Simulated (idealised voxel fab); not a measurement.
Presented below is a process module, voxel tone inversion.
Square cells of 5 nm make up the cross-section cut, whose width is 175 nm.
In what follows, cross-sections appear as grids of square cells, described through bands that run from the top down, where every band is one or more rows of cells. Band entry format. Leading values: height of top, height of bottom, nm. Remainder: materials in left-to-right order, each with its width in nm. Special words: "full width" on a single material, which then fills the band edge to edge; "blank", empty space. For the purposes of this specification, 0 denotes the height below which the wafer in its as-received condition is composed wholly of one material, and the lowermost band, lacking a lower limit, extends downward without end, as expressed in "top 0, no bottom". With a width like "30 to 40", each row of cells in the band differs from the next by the same amount, the top row carrying the first number and the bottom row the second. "same as before", as given for a step, is the statement that not any cell of the cross-section underwent a change during that step. Any empty space of 8 cells or more lacking an open way to the top shows up in "Closed void catalog" as width x height at distance, distance from the left edge, in nm. Formally, on a step line, whatever follows the settings is a remark that the simulator itself makes on the step. Each step line may optionally specify "overlay nm", which for a step with a mask gives the rightward distance between the mask's planned place and where it lay, a negative value indicating the leftward direction.

Process steps (planned):
1,RECEIVE (material Si)
2,CONFORMAL_DEP (material SiN; thk nm 5)
3,DIRECTIONAL_DEP (material aC; thk nm 15)
4,PATTERN (tone cover; mask id POSTS; material resist; width nm 25; pitch nm 55; thk nm 20; overlay nm 0)
5,DIRECTIONAL_ETCH (etch materials aC; depth nm 15)
6,STRIP (etch materials resist)
7,FILL_DEP (material lowk; thk nm 5)
8,CMP (height nm 20)
9,STRIP (etch materials aC)
10,CONFORMAL_DEP (material TiN; thk nm 5)
11,FILL_DEP (material Ru; thk nm 5)
12,CMP (height nm 20)
13,CONFORMAL_DEP (material SiCN; thk nm 5)

Step 1 complete: cross-section of the wafer as received:
	top 0, no bottom | Si full width
	Closed void catalog: none

The following cross-section depicts the wafer upon conclusion of the module. Processing commenced from the starting condition illustrated above and adhered to the plan illustrated above, save for one mistake in execution:
	top 25, bottom 20 | SiCN full width
	top 20, bottom 10 | 15 of lowk, then 5 of TiN, then 15 of Ru, then 5 of TiN, then 30 of lowk, then 5 of TiN, then 15 of Ru, then 5 of TiN, then 30 of lowk, then 5 of TiN, then 15 of Ru, then 5 of TiN, then 25 of lowk
	top 10, bottom 5 | 15 of lowk, then 25 of TiN, then 30 of lowk, then 25 of TiN, then 30 of lowk, then 25 of TiN, then 25 of lowk
	top 5, bottom 0 | SiN full width
	top 0, no bottom | Si full width
	Closed void catalog: none
Deviation from plan: rather than as planned, step 4 actually ran as PATTERN (tone cover; mask id POSTS; material resist; width nm 25; pitch nm 55; thk nm 20; overlay nm -5)
